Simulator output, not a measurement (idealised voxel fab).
A process module follows: voxel released beams.
The cross-section on display is named cut; it measures 165 nm wide, and its cells are 5 nm squares.
Cross-section spec: square-cell grid; bands listed top down; each band is one or more rows.
Quick guide to a band line: top height, bottom height (nm) up front; then every material left to right with its width in nm. Only one material and it's marked "full width"? Then it fills the band edge to edge. And "air" just means empty space.
Heights from 0 (as-received wafer is one material below). Bottom band endless downward, as "z 0 and below".
The width entry "30..40" should be interpreted row by row: the top row of cells in the band takes the first number, the bottom row takes the second number, and the change between adjacent rows is uniform throughout.
Any step labelled "remains unaltered" changed none of the cells in the cross-section.
So "Fully sealed cavities" is basically the list of trapped voids: any empty space of 8 cells or more that can't reach the top through an opening. They're written width x height at distance, the distance being from the left edge, and it's all nm.
Anything after a step's settings on that line? It's the simulator's own note about the step.
overlay nm: for a step with a mask, the amount by which the mask lay right of where it was planned; a negative amount means left of it.
So the way this works: pairs, before and after one process step. The after picture only goes down to the lowest band that actually changed, nothing below. Step and its settings are under each pair. And watch out, pairs might come from different runs of this module, same starting wafer though, so a pair only follows on from the one above if its "Pre-step geometry" entry tells you so.

Pre-step geometry
  z 75 to 45 = air: 20 | resist: 120 | air: 25
  z 45 to 35 = air: 15 | aC: 55 | resist: 70 | air: 25
  z 35 to 25 = air: 15 | W: 55 | resist: 70 | air: 25
  z 25 to 15 = aC: 15 | W: 10 | SiO2: 35 | W: 10 | aC: 95
  z 15 to 5 = W: 25 | SiO2: 35 | W: 105
  z 5 to 0 = Al2O3 full width
  z 0 and below = Si full width
  Fully sealed cavities: none

Step Outcome
  z 65 to 45 = air: 20 | resist: 120 | air: 25
  z 45 to 35 = air: 20 | aC: 50 | resist: 70 | air: 25
  z 35 to 25 = air: 15 | W: 55 | resist: 70 | air: 25
  z 25 to 15 = air: 15 | W: 10 | SiO2: 35 | W: 10 | aC: 70 | air: 25
  Under 15: no change, same as before.
  Fully sealed cavities: none
It is this step that lies between the two cross-sections above: DIRECTIONAL_ETCH | etch materials aC | depth nm 10

Pre-step geometry: refer to the pair immediately above; the cross-section shown after its step is the state before this one.

Step Outcome
  z 45 to 35 = air: 20 | aC: 50 | air: 95
  z 35 to 25 = air: 15 | W: 55 | air: 95
  Under 25: no change, same as before.
  Fully sealed cavities: none
It is this step that lies between the two cross-sections above: STRIP | etch materials resist

Pre-step geometry: refer to the pair immediately above; the cross-section shown after its step is the state before this one.

Step Outcome
  z 45 to 35 = air: 20 | aC: 50 | air: 95
  z 35 to 25 = air: 20 | W: 50 | air: 95
  z 25 to 15 = air: 15 | W: 10 | SiO2: 35 | W: 10 | aC: 70 | air: 25
  z 15 to 5 = air: 15 | W: 10 | SiO2: 35 | W: 80 | air: 25
  Under 5: no change, same as before.
  Fully sealed cavities: none
It is this step that lies between the two cross-sections above: DIRECTIONAL_ETCH | etch materials W | depth nm 10

Pre-step geometry: refer to the pair immediately above; the cross-section shown after its step is the state before this one.

Step Outcome
  z 35 to 25 = air: 20 | W: 50 | air: 95
  z 25 to 15 = air: 15 | W: 10 | SiO2: 35 | W: 10 | air: 95
  Under 15: no change, same as before.
  Fully sealed cavities: none
It is this step that lies between the two cross-sections above: STRIP | etch materials aC
